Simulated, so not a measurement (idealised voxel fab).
The name of this process module is voxel transistor to metal.
Shown is cross-section cut, with a width of 185 nm and square cells of size 5 nm.
Square cells in a grid make up a cross-section in this document, and the grid is given as bands, listed from the top down, each one or more rows of cells. What a band's entry tells you: where the top is and where the bottom is, as heights in nm, and after that what lies inside, material by material from left to right, each with its width in nm. Empty space is written as the word "empty", and a single material marked with the word "full width" occupies the band from edge to edge. Zero point of the height axis is 0; under it, received wafer = one material. Lowest band: continues down indefinitely, "z 0 and below". Quick explanation for "30..40": the width changes in equal steps down the rows of cells, from the first number in the band's top row to the second number in its bottom row. Any step labelled "left unchanged" changed none of the cells in the cross-section. Entry "Sealed voids" = empty spaces >= 8 cells with no open way to the top; each as width x height at distance, distance from left edge, all nm. Read whatever lies past the settings on a step's line as the simulator's own remark about the step. A step's line can hold "overlay nm"; with a mask on that step, the setting says how far right of the planned place the mask lay, while a negative setting says it lay to the left. Pairs from here to the end. Each: cross-section before one process step, cross-section after it, the latter only as far down as the lowest band that changed. Under each: the step between, and its settings. Mind that the pairs may be taken from different runs of this module on the same starting wafer; whether a pair continues from the pair above depends on its entry headed "Incoming profile", and it does only where that entry says so.

# Incoming profile
	z 0 and below: Si full width
	Sealed voids: none

# State After Step
	z 5 to 0: SiO2 full width
	Beneath the level 0, the cross-section is identical to its previous state.
	Sealed voids: none
Q: step between the cross-sections above? A: CONFORMAL_DEP with material SiO2, thk nm 5

Incoming profile: starting point is the after cross-section of the pair just above.

# State After Step
	z 15 to 5: SiN full width
	Beneath the level 5, the cross-section is identical to its previous state.
	Sealed voids: none
Q: step between the cross-sections above? A: CONFORMAL_DEP with material SiN, thk nm 10

Incoming profile: starting point is the after cross-section of the pair just above.

# State After Step
	z 25 to 15: aC full width
	Beneath the level 15, the cross-section is identical to its previous state.
	Sealed voids: none
Q: step between the cross-sections above? A: DIRECTIONAL_DEP with material aC, thk nm 10

Incoming profile: starting point is the after cross-section of the pair just above.

# State After Step
	z 55 to 25: empty=30 / resist=125 / empty=30
	Beneath the level 25, the cross-section is identical to its previous state.
	Sealed voids: none
Q: step between the cross-sections above? A: PATTERN with tone cover, mask id ACTIVE, material resist, width nm 125, thk nm 30, overlay nm 0

Incoming profile: starting point is the after cross-section of the pair just above.

# State After Step
	z 45 to 25: empty=30 / resist=125 / empty=30
	z 25 to 15: empty=30 / aC=125 / empty=30
	Beneath the level 15, the cross-section is identical to its previous state.
	Sealed voids: none
Q: step between the cross-sections above? A: DIRECTIONAL_ETCH with etch materials aC, depth nm 10

Incoming profile: starting point is the after cross-section of the pair just above.

# State After Step
	z 25 to 15: empty=30 / aC=125 / empty=30
	Beneath the level 15, the cross-section is identical to its previous state.
	Sealed voids: none
Q: step between the cross-sections above? A: STRIP with etch materials resist

Incoming profile: starting point is the after cross-section of the pair just above.

# State After Step
	z 25 to 15: empty=30 / aC=125 / empty=30
	z 15 to 5: empty=30 / SiN=125 / empty=30
	Beneath the level 5, the cross-section is identical to its previous state.
	Sealed voids: none
Q: step between the cross-sections above? A: DIRECTIONAL_ETCH with etch materials SiN, depth nm 10

Incoming profile: starting point is the after cross-section of the pair just above.

# State After Step
	z 25 to 15: empty=30 / aC=125 / empty=30
	z 15 to 5: empty=30 / SiN=125 / empty=30
	z 5 to 0: empty=30 / SiO2=125 / empty=30
	Beneath the level 0, the cross-section is identical to its previous state.
	Sealed voids: none
Q: step between the cross-sections above? A: DIRECTIONAL_ETCH with etch materials SiO2, depth nm 5

Incoming profile: starting point is the after cross-section of the pair just above.

# State After Step
	z 25 to 15: empty=30 / aC=125 / empty=30
	z 15 to 5: empty=30 / SiN=125 / empty=30
	z 5 to 0: empty=30 / SiO2=125 / empty=30
	z 0 to -20: empty=30 / Si=125 / empty=30
	Beneath the level -20, the cross-section is identical to its previous state.
	Sealed voids: none
Q: step between the cross-sections above? A: DIRECTIONAL_ETCH with etch materials Si, depth nm 20

Incoming profile: starting point is the after cross-section of the pair just above.

# State After Step
	z 15 to 5: empty=30 / SiN=125 / empty=30
	Beneath the level 5, the cross-section is identical to its previous state.
	Sealed voids: none
Q: step between the cross-sections above? A: STRIP with etch materials aC

Incoming profile: starting point is the after cross-section of the pair just above.

# State After Step
	z 25 to 15: SiO2 full width
	z 15 to 5: SiO2=30 / SiN=125 / SiO2=30
	z 5 to 0: SiO2 full width
	z 0 to -20: SiO2=30 / Si=125 / SiO2=30
	Beneath the level -20, the cross-section is identical to its previous state.
	Sealed voids: none
Q: step between the cross-sections above? A: FILL_DEP with material SiO2, thk nm 10

Incoming profile: starting point is the after cross-section of the pair just above.

# State After Step
	z 15 to 5: SiO2=30 / SiN=125 / SiO2=30
	Beneath the level 5, the cross-section is identical to its previous state.
	Sealed voids: none
Q: step between the cross-sections above? A: CMP with height nm 15

Incoming profile: starting point is the after cross-section of the pair just above.

# State After Step
	z 15 to 10: empty=30 / SiN=125 / empty=30
	Beneath the level 10, the cross-section is identical to its previous state.
	Sealed voids: none
Q: step between the cross-sections above? A: SELECTIVE_ETCH with etch materials SiO2, depth nm 5

Incoming profile: starting point is the after cross-section of the pair just above.

# State After Step
	z 10 to 5: SiO2=30 / empty=125 / SiO2=30
	Beneath the level 5, the cross-section is identical to its previous state.
	Sealed voids: none
Q: step between the cross-sections above? A: STRIP with etch materials SiN

Incoming profile: starting point is the after cross-section of the pair just above.

# State After Step
	z 5 to 0: SiO2=25 / empty=135 / SiO2=25
	Beneath the level 0, the cross-section is identical to its previous state.
	Sealed voids: none
Q: step between the cross-sections above? A: SELECTIVE_ETCH with etch materials SiO2, depth nm 5

Incoming profile: starting point is the after cross-section of the pair just above.

# State After Step
	z 5 to 0: SiO2=25 / empty=135 / SiO2=25
	z 0 to -5: SiO2 full width
	Beneath the level -5, the cross-section is identical to its previous state.
	Sealed voids: none
Q: step between the cross-sections above? A: OXIDIZE with depth nm 5

Incoming profile: starting point is the after cross-section of the pair just above.

# State After Step
	z 35 to 30: polySi=25 / empty=135 / polySi=25
	z 30 to 5: polySi full width
	z 5 to 0: SiO2=25 / polySi=135 / SiO2=25
	Beneath the level 0, the cross-section is identical to its previous state.
	Sealed voids: none
Q: step between the cross-sections above? A: DIRECTIONAL_DEP with material polySi, thk nm 30

Incoming profile: starting point is the after cross-section of the pair just above.

# State After Step
	z 45 to 40: SiCN=25 / empty=135 / SiCN=25
	z 40 to 35: SiCN full width
	z 35 to 30: polySi=25 / SiCN=135 / polySi=25
	Beneath the level 30, the cross-section is identical to its previous state.
	Sealed voids: none
Q: step between the cross-sections above? A: DIRECTIONAL_DEP with material SiCN, thk nm 10

Incoming profile: starting point is the after cross-section of the pair just above.

# State After Step
	z 40 to 35: empty=75 / SiCN=35 / empty=75
	z 35 to 30: polySi=25 / empty=50 / SiCN=35 / empty=50 / polySi=25
	Beneath the level 30, the cross-section is identical to its previous state.
	Sealed voids: none
Q: step between the cross-sections above? A: MASKED_ETCH with tone cover, mask id GATE, width nm 35, etch materials SiCN, depth nm 20, overlay nm 0

Incoming profile: starting point is the after cross-section of the pair just above.

# State After Step
	z 40 to 30: empty=75 / SiCN=35 / empty=75
	z 30 to 5: empty=75 / polySi=35 / empty=75
	z 5 to 0: SiO2=25 / empty=50 / polySi=35 / empty=50 / SiO2=25
	Beneath the level 0, the cross-section is identical to its previous state.
	Sealed voids: none
Q: step between the cross-sections above? A: MASKED_ETCH with tone cover, mask id GATE, width nm 35, etch materials polySi, depth nm 40, overlay nm 0

Incoming profile: starting point is the after cross-section of the pair just above.

# State After Step
	z 50 to 40: empty=65 / SiN=55 / empty=65
	z 40 to 30: empty=65 / SiN=10 / SiCN=35 / SiN=10 / empty=65
	z 30 to 15: empty=65 / SiN=10 / polySi=35 / SiN=10 / empty=65
	z 15 to 10: SiN=35 / empty=30 / SiN=10 / polySi=35 / SiN=10 / empty=30 / SiN=35
	z 10 to 5: SiN=75 / polySi=35 / SiN=75
	z 5 to 0: SiO2=25 / SiN=50 / polySi=35 / SiN=50 / SiO2=25
	Beneath the level 0, the cross-section is identical to its previous state.
	Sealed voids: none
Q: step between the cross-sections above? A: CONFORMAL_DEP with material SiN, thk nm 10

Incoming profile: starting point is the after cross-section of the pair just above.

# State After Step
	z 40 to 30: empty=65 / SiN=10 / SiCN=35 / SiN=10 / empty=65
	z 30 to 5: empty=65 / SiN=10 / polySi=35 / SiN=10 / empty=65
	z 5 to 0: SiO2=25 / SiN=10 / empty=30 / SiN=10 / polySi=35 / SiN=10 / empty=30 / SiN=10 / SiO2=25
	Beneath the level 0, the cross-section is identical to its previous state.
	Sealed voids: none
Q: step between the cross-sections above? A: DIRECTIONAL_ETCH with etch materials SiN, depth nm 10

Incoming profile: starting point is the after cross-section of the pair just above.

# State After Step
	z 40 to 30: empty=65 / SiN=10 / SiCN=35 / SiN=10 / empty=65
	z 30 to 5: empty=65 / SiN=10 / polySi=35 / SiN=10 / empty=65
	z 5 to 0: empty=25 / SiN=10 / empty=30 / SiN=10 / polySi=35 / SiN=10 / empty=30 / SiN=10 / empty=25
	z 0 to -5: SiO2=35 / empty=30 / SiO2=55 / empty=30 / SiO2=35
	Beneath the level -5, the cross-section is identical to its previous state.
	Sealed voids: none
Q: step between the cross-sections above? A: DIRECTIONAL_ETCH with etch materials SiO2, depth nm 5

Incoming profile: starting point is the after cross-section of the pair just above.

# State After Step
	z 40 to 30: empty=65 / SiN=10 / SiCN=35 / SiN=10 / empty=65
	z 30 to 5: empty=65 / SiN=10 / polySi=35 / SiN=10 / empty=65
	z 5 to 0: empty=25 / SiN=10 / empty=30 / SiN=10 / polySi=35 / SiN=10 / empty=30 / SiN=10 / empty=25
	z 0 to -5: SiO2=35 / empty=30 / SiO2=55 / empty=30 / SiO2=35
	z -5 to -10: SiO2=30 / Si=5 / empty=30 / Si=55 / empty=30 / Si=5 / SiO2=30
	Beneath the level -10, the cross-section is identical to its previous state.
	Sealed voids: none
Q: step between the cross-sections above? A: DIRECTIONAL_ETCH with etch materials Si, depth nm 5

Incoming profile: starting point is the after cross-section of the pair just above.

# State After Step
	z 40 to 30: empty=65 / SiN=10 / SiCN=35 / SiN=10 / empty=65
	z 30 to 5: empty=65 / SiN=10 / polySi=35 / SiN=10 / empty=65
	z 5 to 0: empty=25 / SiN=10 / empty=30 / SiN=10 / polySi=35 / SiN=10 / empty=30 / SiN=10 / empty=25
	z 0 to -5: SiO2=35 / SiGe=5 / empty=20 / SiGe=5 / SiO2=55 / SiGe=5 / empty=20 / SiGe=5 / SiO2=35
	z -5 to -10: SiO2=30 / Si=5 / SiGe=30 / Si=55 / SiGe=30 / Si=5 / SiO2=30
	Beneath the level -10, the cross-section is identical to its previous state.
	Sealed voids: none
Q: step between the cross-sections above? A: EPI with material SiGe, thk nm 5

Incoming profile: starting point is the after cross-section of the pair just above.

# State After Step
	z 45 to 40: SiO2 full width
	z 40 to 30: SiO2=65 / SiN=10 / SiCN=35 / SiN=10 / SiO2=65
	z 30 to 5: SiO2=65 / SiN=10 / polySi=35 / SiN=10 / SiO2=65
	z 5 to 0: SiO2=25 / SiN=10 / SiO2=30 / SiN=10 / polySi=35 / SiN=10 / SiO2=30 / SiN=10 / SiO2=25
	z 0 to -5: SiO2=35 / SiGe=5 / SiO2=20 / SiGe=5 / SiO2=55 / SiGe=5 / SiO2=20 / SiGe=5 / SiO2=35
	Beneath the level -5, the cross-section is identical to its previous state.
	Sealed voids: none
Q: step between the cross-sections above? A: FILL_DEP with material SiO2, thk nm 5

Incoming profile: starting point is the after cross-section of the pair just above.

# State After Step
	z 30 to 5: SiO2=65 / SiN=10 / polySi=35 / SiN=10 / SiO2=65
	Beneath the level 5, the cross-section is identical to its previous state.
	Sealed voids: none
Q: step between the cross-sections above? A: CMP with height nm 30

Incoming profile: starting point is the after cross-section of the pair just above.

# State After Step
	z 30 to 5: SiO2=65 / SiN=10 / empty=35 / SiN=10 / SiO2=65
	z 5 to 0: SiO2=25 / SiN=10 / SiO2=30 / SiN=10 / empty=35 / SiN=10 / SiO2=30 / SiN=10 / SiO2=25
	Beneath the level 0, the cross-section is identical to its previous state.
	Sealed voids: none
Q: step between the cross-sections above? A: STRIP with etch materials polySi

Incoming profile: starting point is the after cross-section of the pair just above.

# State After Step
	z 30 to 25: empty=65 / SiN=10 / empty=35 / SiN=10 / empty=65
	z 25 to 5: SiO2=65 / SiN=10 / empty=35 / SiN=10 / SiO2=65
	z 5 to 0: SiO2=25 / SiN=10 / SiO2=30 / SiN=10 / empty=35 / SiN=10 / SiO2=30 / SiN=10 / SiO2=25
	z 0 to -5: SiO2=35 / SiGe=5 / SiO2=20 / SiGe=5 / SiO2=5 / empty=45 / SiO2=5 / SiGe=5 / SiO2=20 / SiGe=5 / SiO2=35
	Beneath the level -5, the cross-section is identical to its previous state.
	Sealed voids: none
Q: step between the cross-sections above? A: SELECTIVE_ETCH with etch materials SiO2, depth nm 5

Incoming profile: starting point is the after cross-section of the pair just above.

# State After Step
	z 35 to 30: empty=60 / HfO2=20 / empty=25 / HfO2=20 / empty=60
	z 30 to 25: HfO2=65 / SiN=10 / HfO2=5 / empty=25 / HfO2=5 / SiN=10 / HfO2=65
	z 25 to 5: SiO2=65 / SiN=10 / HfO2=5 / empty=25 / HfO2=5 / SiN=10 / SiO2=65
	z 5 to 0: SiO2=25 / SiN=10 / SiO2=30 / SiN=10 / HfO2=5 / empty=25 / HfO2=5 / SiN=10 / SiO2=30 / SiN=10 / SiO2=25
	z 0 to -5: SiO2=35 / SiGe=5 / SiO2=20 / SiGe=5 / SiO2=5 / HfO2=45 / SiO2=5 / SiGe=5 / SiO2=20 / SiGe=5 / SiO2=35
	Beneath the level -5, the cross-section is identical to its previous state.
	Sealed voids: none
Q: step between the cross-sections above? A: CONFORMAL_DEP with material HfO2, thk nm 5

Incoming profile: starting point is the after cross-section of the pair just above.

# State After Step
	z 40 to 35: empty=55 / TiN=30 / empty=15 / TiN=30 / empty=55
	z 35 to 30: TiN=60 / HfO2=20 / TiN=5 / empty=15 / TiN=5 / HfO2=20 / TiN=60
	z 30 to 25: HfO2=65 / SiN=10 / HfO2=5 / TiN=5 / empty=15 / TiN=5 / HfO2=5 / SiN=10 / HfO2=65
	z 25 to 5: SiO2=65 / SiN=10 / HfO2=5 / TiN=5 / empty=15 / TiN=5 / HfO2=5 / SiN=10 / SiO2=65
	z 5 to 0: SiO2=25 / SiN=10 / SiO2=30 / SiN=10 / HfO2=5 / TiN=25 / HfO2=5 / SiN=10 / SiO2=30 / SiN=10 / SiO2=25
	Beneath the level 0, the cross-section is identical to its previous state.
	Sealed voids: none
Q: step between the cross-sections above? A: CONFORMAL_DEP with material TiN, thk nm 5

Incoming profile: starting point is the after cross-section of the pair just above.

# State After Step
	z 45 to 40: W full width
	z 40 to 35: W=55 / TiN=30 / W=15 / TiN=30 / W=55
	z 35 to 30: TiN=60 / HfO2=20 / TiN=5 / W=15 / TiN=5 / HfO2=20 / TiN=60
	z 30 to 25: HfO2=65 / SiN=10 / HfO2=5 / TiN=5 / W=15 / TiN=5 / HfO2=5 / SiN=10 / HfO2=65
	z 25 to 5: SiO2=65 / SiN=10 / HfO2=5 / TiN=5 / W=15 / TiN=5 / HfO2=5 / SiN=10 / SiO2=65
	Beneath the level 5, the cross-section is identical to its previous state.
	Sealed voids: none
Q: step between the cross-sections above? A: FILL_DEP with material W, thk nm 5

Incoming profile: starting point is the after cross-section of the pair just above.

# State After Step
	z 25 to 5: SiO2=65 / SiN=10 / HfO2=5 / TiN=5 / W=15 / TiN=5 / HfO2=5 / SiN=10 / SiO2=65
	Beneath the level 5, the cross-section is identical to its previous state.
	Sealed voids: none
Q: step between the cross-sections above? A: CMP with height nm 25

Incoming profile: starting point is the after cross-section of the pair just above.

# State After Step
	z 40 to 25: SiO2 full width
	Beneath the level 25, the cross-section is identical to its previous state.
	Sealed voids: none
Q: step between the cross-sections above? A: DIRECTIONAL_DEP with material SiO2, thk nm 15

Incoming profile: starting point is the after cross-section of the pair just above.

# State After Step
	z 40 to 25: SiO2=35 / empty=20 / SiO2=75 / empty=20 / SiO2=35
	z 25 to 5: SiO2=35 / empty=20 / SiO2=10 / SiN=10 / HfO2=5 / TiN=5 / W=15 / TiN=5 / HfO2=5 / SiN=10 / SiO2=10 / empty=20 / SiO2=35
	z 5 to 0: SiO2=25 / SiN=10 / empty=20 / SiO2=10 / SiN=10 / HfO2=5 / TiN=25 / HfO2=5 / SiN=10 / SiO2=10 / empty=20 / SiN=10 / SiO2=25
	z 0 to -5: SiO2=35 / SiGe=5 / empty=15 / SiO2=5 / SiGe=5 / SiO2=5 / HfO2=45 / SiO2=5 / SiGe=5 / SiO2=5 / empty=15 / SiGe=5 / SiO2=35
	Beneath the level -5, the cross-section is identical to its previous state.
	Sealed voids: none
Q: step between the cross-sections above? A: MASKED_ETCH with tone open, mask id CONTACT, width nm 20, pitch nm 95, etch materials SiO2, depth nm 45, overlay nm 0

Incoming profile: starting point is the after cross-section of the pair just above.

# State After Step
	z 45 to 40: TiN=40 / empty=10 / TiN=85 / empty=10 / TiN=40
	z 40 to 25: SiO2=35 / TiN=5 / empty=10 / TiN=5 / SiO2=75 / TiN=5 / empty=10 / TiN=5 / SiO2=35
	z 25 to 5: SiO2=35 / TiN=5 / empty=10 / TiN=5 / SiO2=10 / SiN=10 / HfO2=5 / TiN=5 / W=15 / TiN=5 / HfO2=5 / SiN=10 / SiO2=10 / TiN=5 / empty=10 / TiN=5 / SiO2=35
	z 5 to 0: SiO2=25 / SiN=10 / TiN=10 / empty=5 / TiN=5 / SiO2=10 / SiN=10 / HfO2=5 / TiN=25 / HfO2=5 / SiN=10 / SiO2=10 / TiN=5 / empty=5 / TiN=10 / SiN=10 / SiO2=25
	z 0 to -5: SiO2=35 / SiGe=5 / TiN=15 / SiO2=5 / SiGe=5 / SiO2=5 / HfO2=45 / SiO2=5 / SiGe=5 / SiO2=5 / TiN=15 / SiGe=5 / SiO2=35
	Beneath the level -5, the cross-section is identical to its previous state.
	Sealed voids: none
Q: step between the cross-sections above? A: CONFORMAL_DEP with material TiN, thk nm 5

Incoming profile: starting point is the after cross-section of the pair just above.

# State After Step
	z 50 to 45: Ru full width
	z 45 to 40: TiN=40 / Ru=10 / TiN=85 / Ru=10 / TiN=40
	z 40 to 25: SiO2=35 / TiN=5 / Ru=10 / TiN=5 / SiO2=75 / TiN=5 / Ru=10 / TiN=5 / SiO2=35
	z 25 to 5: SiO2=35 / TiN=5 / Ru=10 / TiN=5 / SiO2=10 / SiN=10 / HfO2=5 / TiN=5 / W=15 / TiN=5 / HfO2=5 / SiN=10 / SiO2=10 / TiN=5 / Ru=10 / TiN=5 / SiO2=35
	z 5 to 0: SiO2=25 / SiN=10 / TiN=10 / Ru=5 / TiN=5 / SiO2=10 / SiN=10 / HfO2=5 / TiN=25 / HfO2=5 / SiN=10 / SiO2=10 / TiN=5 / Ru=5 / TiN=10 / SiN=10 / SiO2=25
	Beneath the level 0, the cross-section is identical to its previous state.
	Sealed voids: none
Q: step between the cross-sections above? A: FILL_DEP with material Ru, thk nm 5

Incoming profile: starting point is the after cross-section of the pair just above.

# State After Step
	z 40 to 25: SiO2=35 / TiN=5 / Ru=10 / TiN=5 / SiO2=75 / TiN=5 / Ru=10 / TiN=5 / SiO2=35
	Beneath the level 25, the cross-section is identical to its previous state.
	Sealed voids: none
Q: step between the cross-sections above? A: CMP with height nm 40

Incoming profile: starting point is the after cross-section of the pair just above.

# State After Step
	z 45 to 40: SiN full width
	Beneath the level 40, the cross-section is identical to its previous state.
	Sealed voids: none
Q: step between the cross-sections above? A: CONFORMAL_DEP with material SiN, thk nm 5

Incoming profile: starting point is the after cross-section of the pair just above.

# State After Step
	z 60 to 45: SiO2 full width
	Beneath the level 45, the cross-section is identical to its previous state.
	Sealed voids: none
Q: step between the cross-sections above? A: DIRECTIONAL_DEP with material SiO2, thk nm 15

Incoming profile: starting point is the after cross-section of the pair just above.

# State After Step
	z 75 to 60: resist=35 / empty=20 / resist=75 / empty=20 / resist=35
	Beneath the level 60, the cross-section is identical to its previous state.
	Sealed voids: none
Q: step between the cross-sections above? A: PATTERN with tone open, mask id METAL_1, material resist, width nm 20, pitch nm 95, thk nm 15, overlay nm 0

Incoming profile: starting point is the after cross-section of the pair just above.

# State After Step
	z 75 to 60: resist=35 / empty=20 / resist=75 / empty=20 / resist=35
	z 60 to 45: SiO2=35 / empty=20 / SiO2=75 / empty=20 / SiO2=35
	Beneath the level 45, the cross-section is identical to its previous state.
	Sealed voids: none
Q: step between the cross-sections above? A: DIRECTIONAL_ETCH with etch materials SiO2, depth nm 15

Incoming profile: starting point is the after cross-section of the pair just above.

# State After Step
	z 75 to 60: resist=35 / empty=20 / resist=75 / empty=20 / resist=35
	z 60 to 45: SiO2=35 / empty=20 / SiO2=75 / empty=20 / SiO2=35
	z 45 to 40: SiN=35 / empty=20 / SiN=75 / empty=20 / SiN=35
	Beneath the level 40, the cross-section is identical to its previous state.
	Sealed voids: none
Q: step between the cross-sections above? A: DIRECTIONAL_ETCH with etch materials SiN, depth nm 5

Incoming profile: starting point is the after cross-section of the pair just above.

# State After Step
	z 60 to 45: SiO2=35 / empty=20 / SiO2=75 / empty=20 / SiO2=35
	Beneath the level 45, the cross-section is identical to its previous state.
	Sealed voids: none
Q: step between the cross-sections above? A: STRIP with etch materials resist

Incoming profile: starting point is the after cross-section of the pair just above.

# State After Step
	z 65 to 60: TiN=40 / empty=10 / TiN=85 / empty=10 / TiN=40
	z 60 to 45: SiO2=35 / TiN=5 / empty=10 / TiN=5 / SiO2=75 / TiN=5 / empty=10 / TiN=5 / SiO2=35
	z 45 to 40: SiN=35 / TiN=20 / SiN=75 / TiN=20 / SiN=35
	Beneath the level 40, the cross-section is identical to its previous state.
	Sealed voids: none
Q: step between the cross-sections above? A: CONFORMAL_DEP with material TiN, thk nm 5

Incoming profile: starting point is the after cross-section of the pair just above.

# State After Step
	z 75 to 65: Cu full width
	z 65 to 60: TiN=40 / Cu=10 / TiN=85 / Cu=10 / TiN=40
	z 60 to 45: SiO2=35 / TiN=5 / Cu=10 / TiN=5 / SiO2=75 / TiN=5 / Cu=10 / TiN=5 / SiO2=35
	Beneath the level 45, the cross-section is identical to its previous state.
	Sealed voids: none
Q: step between the cross-sections above? A: FILL_DEP with material Cu, thk nm 10

Incoming profile: starting point is the after cross-section of the pair just above.

# State After Step
	z 60 to 45: SiO2=35 / TiN=5 / Cu=10 / TiN=5 / SiO2=75 / TiN=5 / Cu=10 / TiN=5 / SiO2=35
	Beneath the level 45, the cross-section is identical to its previous state.
	Sealed voids: none
Q: step between the cross-sections above? A: CMP with height nm 60

Incoming profile: starting point is the after cross-section of the pair just above.

# State After Step
	z 65 to 60: SiN full width
	Beneath the level 60, the cross-section is identical to its previous state.
	Sealed voids: none
Q: step between the cross-sections above? A: CONFORMAL_DEP with material SiN, thk nm 5

# Incoming profile
	z 75 to 65: Cu full width
	z 65 to 60: TiN=40 / Cu=10 / TiN=85 / Cu=10 / TiN=40
	z 60 to 45: SiO2=35 / TiN=5 / Cu=10 / TiN=5 / SiO2=75 / TiN=5 / Cu=10 / TiN=5 / SiO2=35
	z 45 to 40: SiN=35 / TiN=20 / SiN=75 / TiN=20 / SiN=35
	z 40 to 25: SiO2=35 / TiN=5 / Ru=10 / TiN=5 / SiO2=75 / TiN=5 / Ru=10 / TiN=5 / SiO2=35
	z 25 to 5: SiO2=35 / TiN=5 / Ru=10 / TiN=5 / SiO2=10 / SiN=10 / HfO2=5 / TiN=5 / W=15 / TiN=5 / HfO2=5 / SiN=10 / SiO2=10 / TiN=5 / Ru=10 / TiN=5 / SiO2=35
	z 5 to 0: SiO2=25 / SiN=10 / TiN=10 / Ru=5 / TiN=5 / SiO2=10 / SiN=10 / HfO2=5 / TiN=25 / HfO2=5 / SiN=10 / SiO2=10 / TiN=5 / Ru=5 / TiN=10 / SiN=10 / SiO2=25
	z 0 to -5: SiO2=35 / SiGe=5 / TiN=15 / SiO2=5 / SiGe=5 / SiO2=5 / HfO2=45 / SiO2=5 / SiGe=5 / SiO2=5 / TiN=15 / SiGe=5 / SiO2=35
	z -5 to -10: SiO2=30 / Si=5 / SiGe=30 / Si=55 / SiGe=30 / Si=5 / SiO2=30
	z -10 to -20: SiO2=30 / Si=125 / SiO2=30
	z -20 and below: Si full width
	Sealed voids: none

# State After Step
	z 80 to 75: SiN full width
	Beneath the level 75, the cross-section is identical to its previous state.
	Sealed voids: none
Q: step between the cross-sections above? A: CONFORMAL_DEP with material SiN, thk nm 5

# Incoming profile
	z 40 to 25: SiO2 full width
	z 25 to 5: SiO2=65 / SiN=10 / HfO2=5 / TiN=5 / W=15 / TiN=5 / HfO2=5 / SiN=10 / SiO2=65
	z 5 to 0: SiO2=25 / SiN=10 / SiO2=30 / SiN=10 / HfO2=5 / TiN=25 / HfO2=5 / SiN=10 / SiO2=30 / SiN=10 / SiO2=25
	z 0 to -5: SiO2=35 / SiGe=5 / SiO2=20 / SiGe=5 / SiO2=5 / HfO2=45 / SiO2=5 / SiGe=5 / SiO2=20 / SiGe=5 / SiO2=35
	z -5 to -10: SiO2=30 / Si=5 / SiGe=30 / Si=55 / SiGe=30 / Si=5 / SiO2=30
	z -10 to -20: SiO2=30 / Si=125 / SiO2=30
	z -20 and below: Si full width
	Sealed voids: none

# State After Step
	z 55 to 25: SiO2 full width
	Beneath the level 25, the cross-section is identical to its previous state.
	Sealed voids: none
Q: step between the cross-sections above? A: DIRECTIONAL_DEP with material SiO2, thk nm 15

Incoming profile: starting point is the after cross-section of the pair just above.

# State After Step
	z 55 to 25: SiO2=35 / empty=20 / SiO2=75 / empty=20 / SiO2=35
	z 25 to 10: SiO2=35 / empty=20 / SiO2=10 / SiN=10 / HfO2=5 / TiN=5 / W=15 / TiN=5 / HfO2=5 / SiN=10 / SiO2=10 / empty=20 / SiO2=35
	Beneath the level 10, the cross-section is identical to its previous state.
	Sealed voids: none
Q: step between the cross-sections above? A: MASKED_ETCH with tone open, mask id CONTACT, width nm 20, pitch nm 95, etch materials SiO2, depth nm 45, overlay nm 0

Incoming profile: starting point is the after cross-section of the pair just above.

# State After Step
	z 60 to 55: TiN=40 / empty=10 / TiN=85 / empty=10 / TiN=40
	z 55 to 25: SiO2=35 / TiN=5 / empty=10 / TiN=5 / SiO2=75 / TiN=5 / empty=10 / TiN=5 / SiO2=35
	z 25 to 15: SiO2=35 / TiN=5 / empty=10 / TiN=5 / SiO2=10 / SiN=10 / HfO2=5 / TiN=5 / W=15 / TiN=5 / HfO2=5 / SiN=10 / SiO2=10 / TiN=5 / empty=10 / TiN=5 / SiO2=35
	z 15 to 10: SiO2=35 / TiN=20 / SiO2=10 / SiN=10 / HfO2=5 / TiN=5 / W=15 / TiN=5 / HfO2=5 / SiN=10 / SiO2=10 / TiN=20 / SiO2=35
	Beneath the level 10, the cross-section is identical to its previous state.
	Sealed voids: none
Q: step between the cross-sections above? A: CONFORMAL_DEP with material TiN, thk nm 5

Incoming profile: starting point is the after cross-section of the pair just above.

# State After Step
	z 65 to 60: Ru full width
	z 60 to 55: TiN=40 / Ru=10 / TiN=85 / Ru=10 / TiN=40
	z 55 to 25: SiO2=35 / TiN=5 / Ru=10 / TiN=5 / SiO2=75 / TiN=5 / Ru=10 / TiN=5 / SiO2=35
	z 25 to 15: SiO2=35 / TiN=5 / Ru=10 / TiN=5 / SiO2=10 / SiN=10 / HfO2=5 / TiN=5 / W=15 / TiN=5 / HfO2=5 / SiN=10 / SiO2=10 / TiN=5 / Ru=10 / TiN=5 / SiO2=35
	Beneath the level 15, the cross-section is identical to its previous state.
	Sealed voids: none
Q: step between the cross-sections above? A: FILL_DEP with material Ru, thk nm 5

Incoming profile: starting point is the after cross-section of the pair just above.

# State After Step
	z 40 to 25: SiO2=35 / TiN=5 / Ru=10 / TiN=5 / SiO2=75 / TiN=5 / Ru=10 / TiN=5 / SiO2=35
	Beneath the level 25, the cross-section is identical to its previous state.
	Sealed voids: none
Q: step between the cross-sections above? A: CMP with height nm 40

Incoming profile: starting point is the after cross-section of the pair just above.

# State After Step
	z 45 to 40: SiN full width
	Beneath the level 40, the cross-section is identical to its previous state.
	Sealed voids: none
Q: step between the cross-sections above? A: CONFORMAL_DEP with material SiN, thk nm 5

Incoming profile: starting point is the after cross-section of the pair just above.

# State After Step
	z 60 to 45: SiO2 full width
	Beneath the level 45, the cross-section is identical to its previous state.
	Sealed voids: none
Q: step between the cross-sections above? A: DIRECTIONAL_DEP with material SiO2, thk nm 15

Incoming profile: starting point is the after cross-section of the pair just above.

# State After Step
	z 75 to 60: resist=35 / empty=20 / resist=75 / empty=20 / resist=35
	Beneath the level 60, the cross-section is identical to its previous state.
	Sealed voids: none
Q: step between the cross-sections above? A: PATTERN with tone open, mask id METAL_1, material resist, width nm 20, pitch nm 95, thk nm 15, overlay nm 0

Incoming profile: starting point is the after cross-section of the pair just above.

# State After Step
	z 75 to 60: resist=35 / empty=20 / resist=75 / empty=20 / resist=35
	z 60 to 45: SiO2=35 / empty=20 / SiO2=75 / empty=20 / SiO2=35
	Beneath the level 45, the cross-section is identical to its previous state.
	Sealed voids: none
Q: step between the cross-sections above? A: DIRECTIONAL_ETCH with etch materials SiO2, depth nm 15

Incoming profile: starting point is the after cross-section of the pair just above.

# State After Step
	z 75 to 60: resist=35 / empty=20 / resist=75 / empty=20 / resist=35
	z 60 to 45: SiO2=35 / empty=20 / SiO2=75 / empty=20 / SiO2=35
	z 45 to 40: SiN=35 / empty=20 / SiN=75 / empty=20 / SiN=35
	Beneath the level 40, the cross-section is identical to its previous state.
	Sealed voids: none
Q: step between the cross-sections above? A: DIRECTIONAL_ETCH with etch materials SiN, depth nm 5

Incoming profile: starting point is the after cross-section of the pair just above.

# State After Step
	z 60 to 45: SiO2=35 / empty=20 / SiO2=75 / empty=20 / SiO2=35
	Beneath the level 45, the cross-section is identical to its previous state.
	Sealed voids: none
Q: step between the cross-sections above? A: STRIP with etch materials resist
